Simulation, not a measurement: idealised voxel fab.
process module | voxel ribs on slabs
cross-section cut | 295 nm wide | cells 5 nm
A cross-section is a grid of square cells, given in bands from the top down. A band is one or more rows of cells.
Each band's line starts with the height of the band's top and of its bottom, in nm. Then come its materials from left to right, each with its width in nm. One material with "throughout" fills the band from edge to edge. "air" is empty space.
Height 0 is the level under which the wafer as received is all one material. The lowest band goes on downwards, as in "0 down".
A width such as "30 to 40" changes by the same amount from each row of cells to the next, from the band's top row to its bottom row.
"no change" after a step means that no cell of the cross-section changed.
closed voids: empty space of 8 cells or more with no open way to the top, each as width x height at its distance from the left edge, in nm
after a step's settings: what the simulator itself notes on the step
overlay nm, on a step with a mask: how far to the right of its planned place the mask lay; to the left if negative
Each pair below shows a cross-section before one step and the cross-section after it, down to the lowest band that changed. The line under each pair gives the step between them, with its settings. The pairs can come from different runs of this module on the same starting wafer, so a pair continues from the pair above only where its "before" says so.
before
  0 down: Si throughout
  closed voids: none
after
  30 to 0: SiO2 throughout
  below 0: unchanged
  closed voids: none
the step between: op DIRECTIONAL_DEP | material SiO2 | thk nm 30
before: the cross-section after the pair above
after
  45 to 30: SiN throughout
  below 30: unchanged
  closed voids: none
the step between: op DIRECTIONAL_DEP | material SiN | thk nm 15
before: the cross-section after the pair above
after
  65 to 45: air 140 | resist 15 | air 140
  below 45: unchanged
  closed voids: none
the step between: op PATTERN | tone cover | mask id RIB | material resist | width nm 15 | thk nm 20 | overlay nm 0
before: the cross-section after the pair above
after
  65 to 45: air 140 | resist 15 | air 140
  45 to 35: air 140 | SiN 15 | air 140
  below 35: unchanged
  closed voids: none
the step between: op DIRECTIONAL_ETCH | etch materials SiN | depth nm 10
before: the cross-section after the pair above
after
  45 to 35: air 140 | SiN 15 | air 140
  below 35: unchanged
  closed voids: none
the step between: op STRIP | etch materials resist
before: the cross-section after the pair above
after
  45 to 35: air 140 | SiN 15 | air 140
  35 to 30: air 110 | SiN 75 | air 110
  below 30: unchanged
  closed voids: none
the step between: op MASKED_ETCH | tone cover | mask id SLAB | width nm 75 | etch materials SiN | depth nm 5 | overlay nm 0
before: the cross-section after the pair above
after
  70 to 45: SiO2 throughout
  45 to 35: SiO2 140 | SiN 15 | SiO2 140
  35 to 30: SiO2 110 | SiN 75 | SiO2 110
  below 30: unchanged
  closed voids: none
the step between: op FILL_DEP | material SiO2 | thk nm 25
before: the cross-section after the pair above
after
  65 to 45: SiO2 throughout
  below 45: unchanged
  closed voids: none
the step between: op CMP | height nm 65
before: the cross-section after the pair above
after
  75 to 65: W throughout
  below 65: unchanged
  closed voids: none
the step between: op DIRECTIONAL_DEP | material W | thk nm 10
before: the cross-section after the pair above
after
  90 to 75: aC throughout
  below 75: unchanged
  closed voids: none
the step between: op DIRECTIONAL_DEP | material aC | thk nm 15
before: the cross-section after the pair above
after
  125 to 90: air 135 | resist 25 | air 135
  below 90: unchanged
  closed voids: none
the step between: op PATTERN | tone cover | mask id HEATER | material resist | width nm 25 | thk nm 35 | overlay nm 0
before: the cross-section after the pair above
after
  110 to 90: air 135 | resist 25 | air 135
  90 to 75: air 135 | aC 25 | air 135
  below 75: unchanged
  closed voids: none
the step between: op DIRECTIONAL_ETCH | etch materials aC | depth nm 15
before: the cross-section after the pair above
after
  90 to 75: air 135 | aC 25 | air 135
  below 75: unchanged
  closed voids: none
the step between: op STRIP | etch materials resist
before: the cross-section after the pair above
after
  90 to 75: air 135 | aC 25 | air 135
  75 to 65: air 135 | W 25 | air 135
  below 65: unchanged
  closed voids: none
the step between: op DIRECTIONAL_ETCH | etch materials W | depth nm 10
before: the cross-section after the pair above
after
  75 to 65: air 135 | W 25 | air 135
  below 65: unchanged
  closed voids: none
the step between: op STRIP | etch materials aC
before: the cross-section after the pair above
after
  80 to 75: air 130 | SiO2 35 | air 130
  75 to 70: air 130 | SiO2 5 | W 25 | SiO2 5 | air 130
  70 to 65: SiO2 135 | W 25 | SiO2 135
  below 65: unchanged
  closed voids: none
the step between: op CONFORMAL_DEP | material SiO2 | thk nm 5
before
  30 to 0: SiO2 throughout
  0 down: Si throughout
  closed voids: none
after
  60 to 0: SiO2 throughout
  below 0: unchanged
  closed voids: none
the step between: op DIRECTIONAL_DEP | material SiO2 | thk nm 30
before: the cross-section after the pair above
after
  75 to 60: SiN throughout
  below 60: unchanged
  closed voids: none
the step between: op DIRECTIONAL_DEP | material SiN | thk nm 15
before: the cross-section after the pair above
after
  95 to 75: air 140 | resist 15 | air 140
  below 75: unchanged
  closed voids: none
the step between: op PATTERN | tone cover | mask id RIB | material resist | width nm 15 | thk nm 20 | overlay nm 0
before: the cross-section after the pair above
after
  95 to 75: air 140 | resist 15 | air 140
  75 to 65: air 140 | SiN 15 | air 140
  below 65: unchanged
  closed voids: none
the step between: op DIRECTIONAL_ETCH | etch materials SiN | depth nm 10
before: the cross-section after the pair above
after
  75 to 65: air 140 | SiN 15 | air 140
  below 65: unchanged
  closed voids: none
the step between: op STRIP | etch materials resist
before: the cross-section after the pair above
after
  75 to 65: air 140 | SiN 15 | air 140
  65 to 60: air 110 | SiN 75 | air 110
  below 60: unchanged
  closed voids: none
the step between: op MASKED_ETCH | tone cover | mask id SLAB | width nm 75 | etch materials SiN | depth nm 5 | overlay nm 0
before: the cross-section after the pair above
after
  100 to 75: SiO2 throughout
  75 to 65: SiO2 140 | SiN 15 | SiO2 140
  65 to 60: SiO2 110 | SiN 75 | SiO2 110
  below 60: unchanged
  closed voids: none
the step between: op FILL_DEP | material SiO2 | thk nm 25
before: the cross-section after the pair above
after
  65 to 60: SiO2 110 | SiN 75 | SiO2 110
  below 60: unchanged
  closed voids: none
the step between: op CMP | height nm 65
before: the cross-section after the pair above
after
  75 to 65: W throughout
  below 65: unchanged
  closed voids: none
the step between: op DIRECTIONAL_DEP | material W | thk nm 10
before: the cross-section after the pair above
after
  90 to 75: aC throughout
  below 75: unchanged
  closed voids: none
the step between: op DIRECTIONAL_DEP | material aC | thk nm 15
before: the cross-section after the pair above
after
  125 to 90: air 135 | resist 25 | air 135
  below 90: unchanged
  closed voids: none
the step between: op PATTERN | tone cover | mask id HEATER | material resist | width nm 25 | thk nm 35 | overlay nm 0
before: the cross-section after the pair above
after
  110 to 90: air 135 | resist 25 | air 135
  90 to 75: air 135 | aC 25 | air 135
  below 75: unchanged
  closed voids: none
the step between: op DIRECTIONAL_ETCH | etch materials aC | depth nm 15
before: the cross-section after the pair above
after
  90 to 75: air 135 | aC 25 | air 135
  below 75: unchanged
  closed voids: none
the step between: op STRIP | etch materials resist
before: the cross-section after the pair above
after
  90 to 75: air 135 | aC 25 | air 135
  75 to 65: air 135 | W 25 | air 135
  below 65: unchanged
  closed voids: none
the step between: op DIRECTIONAL_ETCH | etch materials W | depth nm 10
before: the cross-section after the pair above
after
  75 to 65: air 135 | W 25 | air 135
  below 65: unchanged
  closed voids: none
the step between: op STRIP | etch materials aC
before: the cross-section after the pair above
after
  80 to 75: air 130 | SiO2 35 | air 130
  75 to 70: air 130 | SiO2 5 | W 25 | SiO2 5 | air 130
  70 to 65: SiO2 135 | W 25 | SiO2 135
  below 65: unchanged
  closed voids: none
the step between: op CONFORMAL_DEP | material SiO2 | thk nm 5
before
  0 down: Si throughout
  closed voids: none
after
  15 to 0: SiN throughout
  below 0: unchanged
  closed voids: none
the step between: op DIRECTIONAL_DEP | material SiN | thk nm 15
before: the cross-section after the pair above
after
  45 to 15: SiO2 throughout
  below 15: unchanged
  closed voids: none
the step between: op DIRECTIONAL_DEP | material SiO2 | thk nm 30
before: the cross-section after the pair above
after
  65 to 45: air 140 | resist 15 | air 140
  below 45: unchanged
  closed voids: none
the step between: op PATTERN | tone cover | mask id RIB | material resist | width nm 15 | thk nm 20 | overlay nm 0
before: the cross-section after the pair above
after
  45 to 15: SiO2 throughout
  below 15: unchanged
  closed voids: none
the step between: op STRIP | etch materials resist
before: the cross-section after the pair above
after
  70 to 15: SiO2 throughout
  below 15: unchanged
  closed voids: none
the step between: op FILL_DEP | material SiO2 | thk nm 25
before: the cross-section after the pair above
after
  65 to 15: SiO2 throughout
  below 15: unchanged
  closed voids: none
the step between: op CMP | height nm 65
before: the cross-section after the pair above
after
  75 to 65: W throughout
  below 65: unchanged
  closed voids: none
the step between: op DIRECTIONAL_DEP | material W | thk nm 10
before: the cross-section after the pair above
after
  90 to 75: aC throughout
  below 75: unchanged
  closed voids: none
the step between: op DIRECTIONAL_DEP | material aC | thk nm 15
before: the cross-section after the pair above
after
  125 to 90: air 135 | resist 25 | air 135
  below 90: unchanged
  closed voids: none
the step between: op PATTERN | tone cover | mask id HEATER | material resist | width nm 25 | thk nm 35 | overlay nm 0
before: the cross-section after the pair above
after
  110 to 90: air 135 | resist 25 | air 135
  90 to 75: air 135 | aC 25 | air 135
  below 75: unchanged
  closed voids: none
the step between: op DIRECTIONAL_ETCH | etch materials aC | depth nm 15
before: the cross-section after the pair above
after
  90 to 75: air 135 | aC 25 | air 135
  below 75: unchanged
  closed voids: none
the step between: op STRIP | etch materials resist
before: the cross-section after the pair above
after
  90 to 75: air 135 | aC 25 | air 135
  75 to 65: air 135 | W 25 | air 135
  below 65: unchanged
  closed voids: none
the step between: op DIRECTIONAL_ETCH | etch materials W | depth nm 10
before: the cross-section after the pair above
after
  75 to 65: air 135 | W 25 | air 135
  below 65: unchanged
  closed voids: none
the step between: op STRIP | etch materials aC
before: the cross-section after the pair above
after
  80 to 75: air 130 | SiO2 35 | air 130
  75 to 70: air 130 | SiO2 5 | W 25 | SiO2 5 | air 130
  70 to 65: SiO2 135 | W 25 | SiO2 135
  below 65: unchanged
  closed voids: none
the step between: op CONFORMAL_DEP | material SiO2 | thk nm 5
before
  90 to 75: air 135 | aC 25 | air 135
  75 to 65: W throughout
  65 to 45: SiO2 throughout
  45 to 35: SiO2 140 | SiN 15 | SiO2 140
  35 to 30: SiO2 110 | SiN 75 | SiO2 110
  30 to 0: SiO2 throughout
  0 down: Si throughout
  closed voids: none
after
  90 to 75: air 135 | aC 25 | air 135
  75 to 70: air 135 | W 25 | air 135
  below 70: unchanged
  closed voids: none
the step between: op DIRECTIONAL_ETCH | etch materials W | depth nm 5
before: the cross-section after the pair above
after
  75 to 70: air 135 | W 25 | air 135
  below 70: unchanged
  closed voids: none
the step between: op STRIP | etch materials aC
before: the cross-section after the pair above
after
  80 to 75: air 130 | SiO2 35 | air 130
  75 to 70: SiO2 135 | W 25 | SiO2 135
  below 70: unchanged
  closed voids: none
the step between: op CONFORMAL_DEP | material SiO2 | thk nm 5
before
  45 to 30: SiN throughout
  30 to 0: SiO2 throughout
  0 down: Si throughout
  closed voids: none
after
  65 to 45: air 140 | resist 20 | air 135
  below 45: unchanged
  closed voids: none
the step between: op PATTERN | tone cover | mask id RIB | material resist | width nm 20 | thk nm 20 | overlay nm 0
before: the cross-section after the pair above
after
  65 to 45: air 140 | resist 20 | air 135
  45 to 35: air 140 | SiN 20 | air 135
  below 35: unchanged
  closed voids: none
the step between: op DIRECTIONAL_ETCH | etch materials SiN | depth nm 10
before: the cross-section after the pair above
after
  45 to 35: air 140 | SiN 20 | air 135
  below 35: unchanged
  closed voids: none
the step between: op STRIP | etch materials resist
before: the cross-section after the pair above
after
  45 to 35: air 140 | SiN 20 | air 135
  35 to 30: air 110 | SiN 75 | air 110
  below 30: unchanged
  closed voids: none
the step between: op MASKED_ETCH | tone cover | mask id SLAB | width nm 75 | etch materials SiN | depth nm 5 | overlay nm 0
before: the cross-section after the pair above
after
  70 to 45: SiO2 throughout
  45 to 35: SiO2 140 | SiN 20 | SiO2 135
  35 to 30: SiO2 110 | SiN 75 | SiO2 110
  below 30: unchanged
  closed voids: none
the step between: op FILL_DEP | material SiO2 | thk nm 25
before: the cross-section after the pair above
after
  65 to 45: SiO2 throughout
  below 45: unchanged
  closed voids: none
the step between: op CMP | height nm 65
before: the cross-section after the pair above
after
  75 to 65: W throughout
  below 65: unchanged
  closed voids: none
the step between: op DIRECTIONAL_DEP | material W | thk nm 10
before: the cross-section after the pair above
after
  90 to 75: aC throughout
  below 75: unchanged
  closed voids: none
the step between: op DIRECTIONAL_DEP | material aC | thk nm 15
before: the cross-section after the pair above
after
  125 to 90: air 135 | resist 25 | air 135
  below 90: unchanged
  closed voids: none
the step between: op PATTERN | tone cover | mask id HEATER | material resist | width nm 25 | thk nm 35 | overlay nm 0
before: the cross-section after the pair above
after
  110 to 90: air 135 | resist 25 | air 135
  90 to 75: air 135 | aC 25 | air 135
  below 75: unchanged
  closed voids: none
the step between: op DIRECTIONAL_ETCH | etch materials aC | depth nm 15
before: the cross-section after the pair above
after
  90 to 75: air 135 | aC 25 | air 135
  below 75: unchanged
  closed voids: none
the step between: op STRIP | etch materials resist
before: the cross-section after the pair above
after
  90 to 75: air 135 | aC 25 | air 135
  75 to 65: air 135 | W 25 | air 135
  below 65: unchanged
  closed voids: none
the step between: op DIRECTIONAL_ETCH | etch materials W | depth nm 10
before: the cross-section after the pair above
after
  75 to 65: air 135 | W 25 | air 135
  below 65: unchanged
  closed voids: none
the step between: op STRIP | etch materials aC
before: the cross-section after the pair above
after
  80 to 75: air 130 | SiO2 35 | air 130
  75 to 70: air 130 | SiO2 5 | W 25 | SiO2 5 | air 130
  70 to 65: SiO2 135 | W 25 | SiO2 135
  below 65: unchanged
  closed voids: none
the step between: op CONFORMAL_DEP | material SiO2 | thk nm 5
before
  90 to 75: aC throughout
  75 to 65: W throughout
  65 to 45: SiO2 throughout
  45 to 35: SiO2 140 | SiN 15 | SiO2 140
  35 to 30: SiO2 110 | SiN 75 | SiO2 110
  30 to 0: SiO2 throughout
  0 down: Si throughout
  closed voids: none
after
  125 to 90: air 145 | resist 25 | air 125
  below 90: unchanged
  closed voids: none
the step between: op PATTERN | tone cover | mask id HEATER | material resist | width nm 25 | thk nm 35 | overlay nm 10
before: the cross-section after the pair above
after
  110 to 90: air 145 | resist 25 | air 125
  90 to 75: air 145 | aC 25 | air 125
  below 75: unchanged
  closed voids: none
the step between: op DIRECTIONAL_ETCH | etch materials aC | depth nm 15
before: the cross-section after the pair above
after
  90 to 75: air 145 | aC 25 | air 125
  below 75: unchanged
  closed voids: none
the step between: op STRIP | etch materials resist
before: the cross-section after the pair above
after
  90 to 75: air 145 | aC 25 | air 125
  75 to 65: air 145 | W 25 | air 125
  below 65: unchanged
  closed voids: none
the step between: op DIRECTIONAL_ETCH | etch materials W | depth nm 10
before: the cross-section after the pair above
after
  75 to 65: air 145 | W 25 | air 125
  below 65: unchanged
  closed voids: none
the step between: op STRIP | etch materials aC
before: the cross-section after the pair above
after
  80 to 75: air 140 | SiO2 35 | air 120
  75 to 70: air 140 | SiO2 5 | W 25 | SiO2 5 | air 120
  70 to 65: SiO2 145 | W 25 | SiO2 125
  below 65: unchanged
  closed voids: none
the step between: op CONFORMAL_DEP | material SiO2 | thk nm 5
before
  0 down: Si throughout
  closed voids: none
after
  30 to 0: aC throughout
  below 0: unchanged
  closed voids: none
the step between: op DIRECTIONAL_DEP | material aC | thk nm 30
before: the cross-section after the pair above
after
  45 to 30: SiN throughout
  below 30: unchanged
  closed voids: none
the step between: op DIRECTIONAL_DEP | material SiN | thk nm 15
before: the cross-section after the pair above
after
  65 to 45: air 140 | resist 15 | air 140
  below 45: unchanged
  closed voids: none
the step between: op PATTERN | tone cover | mask id RIB | material resist | width nm 15 | thk nm 20 | overlay nm 0
before: the cross-section after the pair above
after
  65 to 45: air 140 | resist 15 | air 140
  45 to 35: air 140 | SiN 15 | air 140
  below 35: unchanged
  closed voids: none
the step between: op DIRECTIONAL_ETCH | etch materials SiN | depth nm 10
before: the cross-section after the pair above
after
  45 to 35: air 140 | SiN 15 | air 140
  below 35: unchanged
  closed voids: none
the step between: op STRIP | etch materials resist
before: the cross-section after the pair above
after
  45 to 35: air 140 | SiN 15 | air 140
  35 to 30: air 110 | SiN 75 | air 110
  below 30: unchanged
  closed voids: none
the step between: op MASKED_ETCH | tone cover | mask id SLAB | width nm 75 | etch materials SiN | depth nm 5 | overlay nm 0
before: the cross-section after the pair above
after
  70 to 45: SiO2 throughout
  45 to 35: SiO2 140 | SiN 15 | SiO2 140
  35 to 30: SiO2 110 | SiN 75 | SiO2 110
  below 30: unchanged
  closed voids: none
the step between: op FILL_DEP | material SiO2 | thk nm 25
before: the cross-section after the pair above
after
  65 to 45: SiO2 throughout
  below 45: unchanged
  closed voids: none
the step between: op CMP | height nm 65
before: the cross-section after the pair above
after
  75 to 65: W throughout
  below 65: unchanged
  closed voids: none
the step between: op DIRECTIONAL_DEP | material W | thk nm 10
before: the cross-section after the pair above
after
  90 to 75: aC throughout
  below 75: unchanged
  closed voids: none
the step between: op DIRECTIONAL_DEP | material aC | thk nm 15
before: the cross-section after the pair above
after
  125 to 90: air 135 | resist 25 | air 135
  below 90: unchanged
  closed voids: none
the step between: op PATTERN | tone cover | mask id HEATER | material resist | width nm 25 | thk nm 35 | overlay nm 0
before: the cross-section after the pair above
after
  110 to 90: air 135 | resist 25 | air 135
  90 to 75: air 135 | aC 25 | air 135
  below 75: unchanged
  closed voids: none
the step between: op DIRECTIONAL_ETCH | etch materials aC | depth nm 15
before: the cross-section after the pair above
after
  90 to 75: air 135 | aC 25 | air 135
  below 75: unchanged
  closed voids: none
the step between: op STRIP | etch materials resist
before: the cross-section after the pair above
after
  90 to 75: air 135 | aC 25 | air 135
  75 to 65: air 135 | W 25 | air 135
  below 65: unchanged
  closed voids: none
the step between: op DIRECTIONAL_ETCH | etch materials W | depth nm 10
before: the cross-section after the pair above
after
  75 to 65: air 135 | W 25 | air 135
  below 65: unchanged
  closed voids: none
the step between: op STRIP | etch materials aC
before: the cross-section after the pair above
after
  80 to 75: air 130 | SiO2 35 | air 130
  75 to 70: air 130 | SiO2 5 | W 25 | SiO2 5 | air 130
  70 to 65: SiO2 135 | W 25 | SiO2 135
  below 65: unchanged
  closed voids: none
the step between: op CONFORMAL_DEP | material SiO2 | thk nm 5
before
  45 to 35: air 140 | SiN 15 | air 140
  35 to 30: SiN throughout
  30 to 0: SiO2 throughout
  0 down: Si throughout
  closed voids: none
after
  40 to 35: air 140 | SiN 15 | air 140
  35 to 30: SiN 110 | air 30 | SiN 15 | air 30 | SiN 110
  below 30: unchanged
  closed voids: none
the step between: op MASKED_ETCH | tone open | mask id SLAB | width nm 75 | etch materials SiN | depth nm 5 | overlay nm 0
before: the cross-section after the pair above
after
  65 to 40: SiO2 throughout
  40 to 35: SiO2 140 | SiN 15 | SiO2 140
  35 to 30: SiN 110 | SiO2 30 | SiN 15 | SiO2 30 | SiN 110
  below 30: unchanged
  closed voids: none
the step between: op FILL_DEP | material SiO2 | thk nm 25
before: the cross-section after the pair above
after
  75 to 65: W throughout
  below 65: unchanged
  closed voids: none
the step between: op DIRECTIONAL_DEP | material W | thk nm 10
before: the cross-section after the pair above
after
  90 to 75: aC throughout
  below 75: unchanged
  closed voids: none
the step between: op DIRECTIONAL_DEP | material aC | thk nm 15
before: the cross-section after the pair above
after
  125 to 90: air 135 | resist 25 | air 135
  below 90: unchanged
  closed voids: none
the step between: op PATTERN | tone cover | mask id HEATER | material resist | width nm 25 | thk nm 35 | overlay nm 0
before: the cross-section after the pair above
after
  110 to 90: air 135 | resist 25 | air 135
  90 to 75: air 135 | aC 25 | air 135
  below 75: unchanged
  closed voids: none
the step between: op DIRECTIONAL_ETCH | etch materials aC | depth nm 15
before: the cross-section after the pair above
after
  90 to 75: air 135 | aC 25 | air 135
  below 75: unchanged
  closed voids: none
the step between: op STRIP | etch materials resist
before: the cross-section after the pair above
after
  90 to 75: air 135 | aC 25 | air 135
  75 to 65: air 135 | W 25 | air 135
  below 65: unchanged
  closed voids: none
the step between: op DIRECTIONAL_ETCH | etch materials W | depth nm 10
before: the cross-section after the pair above
after
  75 to 65: air 135 | W 25 | air 135
  below 65: unchanged
  closed voids: none
the step between: op STRIP | etch materials aC
before: the cross-section after the pair above
after
  80 to 75: air 130 | SiO2 35 | air 130
  75 to 70: air 130 | SiO2 5 | W 25 | SiO2 5 | air 130
  70 to 65: SiO2 135 | W 25 | SiO2 135
  below 65: unchanged
  closed voids: none
the step between: op CONFORMAL_DEP | material SiO2 | thk nm 5
